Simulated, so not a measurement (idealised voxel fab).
This is a process module. Its name is voxel gate over fins.
Pictured: cross-section cut, 235 nm wide, on a grid of 5 nm square cells.
If you're reading a cross-section in this doc, picture square cells in a grid; it comes to you as bands, top ones listed first down to the bottom, and a band can be one or more rows of cells. First you get the band's top height and its bottom height, in nm, and then the materials it's made of, left to right, with each width in nm. If you see a single material with "throughout", that one covers the band edge to edge. "empty" is empty space. The reference from which all heights are counted is 0, the level beneath which the as-received wafer is entirely one material; the lowest band, having no lower bound, proceeds downward and is written after the example "0 down". Width: "30..40" (first number = top row, second number = bottom row, same change from row to row of cells). Step note "same as before" = no cross-section cell changed. You'll see "Closed void catalog" listing empty spaces that have no way open to the top, as long as they're 8 cells or more; the notation is width x height at distance, where the distance is from the left edge, and all of it is in nm. Formally, on a step line, whatever follows the settings is a remark that the simulator itself makes on the step. Regarding "overlay nm": on a step with a mask, it is the distance the mask lay to the right of its planned place; a negative value places it to the left.
Steps planned for the process:
- 1: RECEIVE: material Si
- 2: CONFORMAL_DEP: material SiN, thk nm 10
- 3: DIRECTIONAL_DEP: material aC, thk nm 10
- 4: PATTERN: tone cover, mask id FINS, material resist, width nm 15, pitch nm 50, thk nm 25, overlay nm 0
- 5: DIRECTIONAL_ETCH: etch materials aC, depth nm 10
- 6: STRIP: etch materials resist
- 7: DIRECTIONAL_ETCH: etch materials SiN, depth nm 10
- 8: DIRECTIONAL_ETCH: etch materials Si, depth nm 35
- 9: STRIP: etch materials aC
- 10: OXIDIZE: depth nm 5
- 11: FILL_DEP: material SiO2, thk nm 10
- 12: CMP: height nm 10
- 13: DIRECTIONAL_DEP: material aC, thk nm 10
- 14: PATTERN: tone open, mask id RAIL, material resist, width nm 15, thk nm 30, overlay nm 0
- 15: DIRECTIONAL_ETCH: etch materials aC, depth nm 10
- 16: STRIP: etch materials resist
- 17: DIRECTIONAL_ETCH: etch materials SiO2, depth nm 40
- 18: STRIP: etch materials aC
- 19: CONFORMAL_DEP: material TiN, thk nm 5
- 20: FILL_DEP: material Ru, thk nm 5
- 21: CMP: height nm 10
- 22: SELECTIVE_ETCH: etch materials W Ru TiN, depth nm 35
- 23: FILL_DEP: material SiO2, thk nm 5
- 24: CMP: height nm 10
- 25: SELECTIVE_ETCH: etch materials SiO2, depth nm 25
- 26: STRIP: etch materials SiN
- 27: CONFORMAL_DEP: material HfO2, thk nm 5
- 28: CONFORMAL_DEP: material TiN, thk nm 5
- 29: CONFORMAL_DEP: material TiAl, thk nm 5
- 30: CONFORMAL_DEP: material TiN, thk nm 5
- 31: FILL_DEP: material W, thk nm 10
- 32: CMP: height nm 25
- 33: CONFORMAL_DEP: material SiN, thk nm 10
Delivered wafer in cross-section: state after step 1:
0 down | Si throughout
Closed void catalog: none
End-of-module cross-section of the first of two wafers, processed as planned:
35 to 25 | SiN throughout
25 to 20 | W throughout
20 to 15 | W 20 / TiN 45 / W 5 / TiN 45 / W 5 / TiN 45 / W 5 / TiN 45 / W 20
15 to 10 | W 20 / TiN 5 / TiAl 35 / TiN 5 / W 5 / TiN 5 / TiAl 35 / TiN 5 / W 5 / TiN 5 / TiAl 35 / TiN 5 / W 5 / TiN 5 / TiAl 35 / TiN 5 / W 20
10 to 5 | W 20 / TiN 5 / TiAl 5 / TiN 25 / TiAl 5 / TiN 5 / W 5 / TiN 5 / TiAl 5 / TiN 25 / TiAl 5 / TiN 5 / W 5 / TiN 5 / TiAl 5 / TiN 25 / TiAl 5 / TiN 5 / W 5 / TiN 5 / TiAl 5 / TiN 25 / TiAl 5 / TiN 5 / W 20
5 to 0 | TiN 25 / TiAl 5 / TiN 5 / HfO2 15 / TiN 5 / TiAl 5 / TiN 15 / TiAl 5 / TiN 5 / HfO2 15 / TiN 5 / TiAl 5 / TiN 15 / TiAl 5 / TiN 5 / HfO2 15 / TiN 5 / TiAl 5 / TiN 15 / TiAl 5 / TiN 5 / HfO2 15 / TiN 5 / TiAl 5 / TiN 25
0 to -5 | TiAl 30 / TiN 5 / HfO2 5 / Si 5 / HfO2 5 / TiN 5 / TiAl 25 / TiN 5 / HfO2 5 / Si 5 / HfO2 5 / TiN 5 / TiAl 25 / TiN 5 / HfO2 5 / Si 5 / HfO2 5 / TiN 5 / TiAl 25 / TiN 5 / HfO2 5 / Si 5 / HfO2 5 / TiN 5 / TiAl 30
-5 to -10 | TiN 35 / HfO2 5 / Si 5 / HfO2 5 / TiN 35 / HfO2 5 / Si 5 / HfO2 5 / TiN 35 / HfO2 5 / Si 5 / HfO2 5 / TiN 35 / HfO2 5 / Si 5 / HfO2 5 / TiN 35
-10 to -15 | HfO2 40 / Si 5 / HfO2 45 / Si 5 / HfO2 45 / Si 5 / HfO2 45 / Si 5 / HfO2 40
-15 to -25 | SiO2 40 / Si 5 / SiO2 45 / Si 5 / SiO2 45 / Si 5 / SiO2 45 / Si 5 / SiO2 40
-25 to -30 | SiO2 40 / Si 5 / SiO2 15 / TiN 15 / SiO2 15 / Si 5 / SiO2 45 / Si 5 / SiO2 45 / Si 5 / SiO2 40
-30 to -40 | SiO2 40 / Si 5 / SiO2 45 / Si 5 / SiO2 45 / Si 5 / SiO2 45 / Si 5 / SiO2 40
-40 down | Si throughout
Closed void catalog: none
Cross-section at end of module for the second wafer of two, which matched the first in starting point and plan and differed by one mistake in its processing:
35 to 25 | SiN throughout
25 to 20 | W throughout
20 to 15 | W 20 / TiN 45 / W 5 / TiN 45 / W 5 / TiN 45 / W 5 / TiN 45 / W 20
15 to 10 | W 20 / TiN 5 / TiAl 35 / TiN 5 / W 5 / TiN 5 / TiAl 35 / TiN 5 / W 5 / TiN 5 / TiAl 35 / TiN 5 / W 5 / TiN 5 / TiAl 35 / TiN 5 / W 20
10 to 5 | W 20 / TiN 5 / TiAl 5 / TiN 25 / TiAl 5 / TiN 5 / W 5 / TiN 5 / TiAl 5 / TiN 25 / TiAl 5 / TiN 5 / W 5 / TiN 5 / TiAl 5 / TiN 25 / TiAl 5 / TiN 5 / W 5 / TiN 5 / TiAl 5 / TiN 25 / TiAl 5 / TiN 5 / W 20
5 to 0 | TiN 25 / TiAl 5 / TiN 5 / HfO2 15 / TiN 5 / TiAl 5 / TiN 15 / TiAl 5 / TiN 5 / HfO2 15 / TiN 5 / TiAl 5 / TiN 15 / TiAl 5 / TiN 5 / HfO2 15 / TiN 5 / TiAl 5 / TiN 15 / TiAl 5 / TiN 5 / HfO2 15 / TiN 5 / TiAl 5 / TiN 25
0 to -5 | TiAl 30 / TiN 5 / HfO2 5 / Si 5 / HfO2 5 / TiN 5 / TiAl 25 / TiN 5 / HfO2 5 / Si 5 / HfO2 5 / TiN 5 / TiAl 25 / TiN 5 / HfO2 5 / Si 5 / HfO2 5 / TiN 5 / TiAl 25 / TiN 5 / HfO2 5 / Si 5 / HfO2 5 / TiN 5 / TiAl 30
-5 to -10 | TiN 35 / HfO2 5 / Si 5 / HfO2 5 / TiN 35 / HfO2 5 / Si 5 / HfO2 5 / TiN 35 / HfO2 5 / Si 5 / HfO2 5 / TiN 35 / HfO2 5 / Si 5 / HfO2 5 / TiN 35
-10 to -15 | HfO2 40 / Si 5 / HfO2 45 / Si 5 / HfO2 45 / Si 5 / HfO2 45 / Si 5 / HfO2 40
-15 to -25 | SiO2 40 / Si 5 / SiO2 45 / Si 5 / SiO2 45 / Si 5 / SiO2 45 / Si 5 / SiO2 40
-25 to -30 | SiO2 40 / Si 5 / SiO2 15 / TiN 15 / SiO2 15 / Si 5 / SiO2 45 / Si 5 / SiO2 45 / Si 5 / SiO2 40
-30 to -35 | SiO2 40 / Si 5 / SiO2 45 / Si 5 / SiO2 45 / Si 5 / SiO2 45 / Si 5 / SiO2 40
-35 down | Si throughout
Closed void catalog: none
Against the plan, the run slipped here: the process deviated at step 8: the operation and settings actually run there were DIRECTIONAL_ETCH: etch materials Si, depth nm 30
In the final state, the cell counts of the second wafer exceed or fall short of those of the first for the following materials: +43 Si | -43 SiO2
